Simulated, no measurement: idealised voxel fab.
process module | voxel wiring stack
cross-section cut | 140 nm wide | cells 5 nm
A cross-section is a grid of square cells, given in bands from the top down. A band is one or more rows of cells.
Each band's line starts with the height of the band's top and of its bottom, in nm. Then come its materials from left to right, each with its width in nm. One material with "throughout" fills the band from edge to edge. "air" is empty space.
Height 0 is the level under which the wafer as received is all one material. The lowest band goes on downwards, as in "0 down".
A width such as "30 to 40" changes by the same amount from each row of cells to the next, from the band's top row to its bottom row.
"no change" after a step means that no cell of the cross-section changed.
closed voids: empty space of 8 cells or more with no open way to the top, each as width x height at its distance from the left edge, in nm
after a step's settings: what the simulator itself notes on the step
overlay nm, on a step with a mask: how far to the right of its planned place the mask lay; to the left if negative
plan
1 op RECEIVE | material Si
2 op CONFORMAL_DEP | material SiO2 | thk nm 10
3 op CONFORMAL_DEP | material SiN | thk nm 5
4 op DIRECTIONAL_DEP | material lowk | thk nm 15
5 op PATTERN | tone open | mask id METAL_1 | material resist | width nm 30 | pitch nm 50 | thk nm 20 | overlay nm 0
6 op DIRECTIONAL_ETCH | etch materials lowk | depth nm 15
7 op DIRECTIONAL_ETCH | etch materials SiN | depth nm 5
8 op STRIP | etch materials resist
9 op CONFORMAL_DEP | material TiN | thk nm 5
10 op FILL_DEP | material Cu | thk nm 5
11 op CMP | height nm 30
12 op CONFORMAL_DEP | material SiCN | thk nm 5
13 op DIRECTIONAL_DEP | material SiO2 | thk nm 30
14 op MASKED_ETCH | tone open | mask id METAL_2_HOLES | width nm 15 | pitch nm 50 | etch materials SiO2 | depth nm 30 | overlay nm 0
15 op DIRECTIONAL_DEP | material aC | thk nm 15
16 op PATTERN | tone open | mask id METAL_2 | material resist | width nm 30 | pitch nm 50 | thk nm 30 | overlay nm 0
17 op DIRECTIONAL_ETCH | etch materials aC | depth nm 15
18 op STRIP | etch materials resist
19 op DIRECTIONAL_ETCH | etch materials SiO2 | depth nm 15
20 op DIRECTIONAL_ETCH | etch materials SiCN | depth nm 5
21 op STRIP | etch materials aC
22 op CONFORMAL_DEP | material TiN | thk nm 5
23 op FILL_DEP | material Cu | thk nm 5
24 op CMP | height nm 65
25 op CONFORMAL_DEP | material SiCN | thk nm 5
26 op DIRECTIONAL_DEP | material lowk | thk nm 10
27 op PATTERN | tone open | mask id PLUG_2 | material resist | width nm 15 | pitch nm 50 | thk nm 15 | overlay nm 0
28 op DIRECTIONAL_ETCH | etch materials lowk | depth nm 10
29 op DIRECTIONAL_ETCH | etch materials SiCN | depth nm 5
30 op STRIP | etch materials resist
31 op EPI | material Ru | thk nm 10
32 op EPI | material Ru | thk nm 5
33 op CONFORMAL_DEP | material SiCN | thk nm 5
34 op DIRECTIONAL_DEP | material lowk | thk nm 15
35 op PATTERN | tone open | mask id METAL_3 | material resist | width nm 30 | pitch nm 50 | thk nm 20 | overlay nm 0
36 op DIRECTIONAL_ETCH | etch materials lowk | depth nm 15
37 op DIRECTIONAL_ETCH | etch materials SiCN | depth nm 5
38 op STRIP | etch materials resist
39 op CONFORMAL_DEP | material TiN | thk nm 5
40 op FILL_DEP | material Ru | thk nm 5
41 op CMP | height nm 100
42 op EPI | material Ru | thk nm 5
43 op FILL_DEP | material SiCN | thk nm 5
44 op DIRECTIONAL_DEP | material lowk | thk nm 30
45 op PATTERN | tone open | mask id METAL_4_HOLES | material resist | width nm 15 | thk nm 20 | overlay nm 0
46 op DIRECTIONAL_ETCH | etch materials lowk | depth nm 30
47 op STRIP | etch materials resist
48 op PATTERN | tone open | mask id METAL_4 | material resist | width nm 30 | pitch nm 50 | thk nm 15 | overlay nm 0
49 op DIRECTIONAL_ETCH | etch materials lowk | depth nm 15
50 op DIRECTIONAL_ETCH | etch materials SiCN | depth nm 5
51 op STRIP | etch materials resist
52 op CONFORMAL_DEP | material TiN | thk nm 5
53 op FILL_DEP | material Cu | thk nm 10
54 op CMP | height nm 140
55 op CONFORMAL_DEP | material SiN | thk nm 5
as received, after step 1
  0 down: Si throughout
  closed voids: none
a wafer at the end: this start, this plan, one mistake
  145 to 140: SiN throughout
  140 to 130: Cu 40 | TiN 5 | lowk 15 | TiN 5 | Cu 10 | TiN 5 | lowk 30 | TiN 5 | Cu 25
  130 to 125: TiN 35 | Cu 5 | TiN 5 | lowk 15 | TiN 20 | lowk 30 | TiN 30
  125 to 115: lowk 30 | TiN 5 | Cu 5 | TiN 5 | lowk 95
  115 to 110: lowk 30 | TiN 15 | lowk 95
  110 to 105: SiCN throughout
  105 to 100: SiCN 25 | Ru 40 | SiCN 10 | Ru 40 | SiCN 25
  100 to 85: lowk 30 | TiN 5 | Ru 20 | TiN 5 | lowk 20 | TiN 5 | Ru 20 | TiN 5 | lowk 30
  85 to 80: SiCN 30 | TiN 30 | SiCN 20 | TiN 30 | SiCN 30
  80 to 70: lowk 30 | Ru 15 | lowk 35 | Ru 15 | lowk 45
  70 to 65: SiCN 30 | Ru 15 | SiCN 35 | Ru 15 | SiCN 45
  65 to 55: SiO2 30 | TiN 5 | Cu 20 | TiN 5 | SiO2 20 | TiN 5 | Cu 20 | TiN 5 | SiO2 30
  55 to 50: SiO2 30 | TiN 5 | Cu 5 | TiN 20 | SiO2 20 | TiN 5 | Cu 5 | TiN 20 | SiO2 30
  50 to 35: SiO2 30 | TiN 5 | Cu 5 | TiN 5 | SiO2 35 | TiN 5 | Cu 5 | TiN 5 | SiO2 45
  35 to 30: SiCN 30 | TiN 15 | SiCN 35 | TiN 15 | SiCN 45
  30 to 15: lowk 30 | TiN 5 | Cu 20 | TiN 5 | lowk 20 | TiN 5 | Cu 20 | TiN 5 | lowk 30
  15 to 10: SiN 30 | TiN 30 | SiN 20 | TiN 30 | SiN 30
  10 to 0: SiO2 throughout
  0 down: Si throughout
  closed voids: none
what went wrong: step 48 ran as: op PATTERN | tone cover | mask id METAL_4 | material resist | width nm 30 | pitch nm 50 | thk nm 15 | overlay nm 0
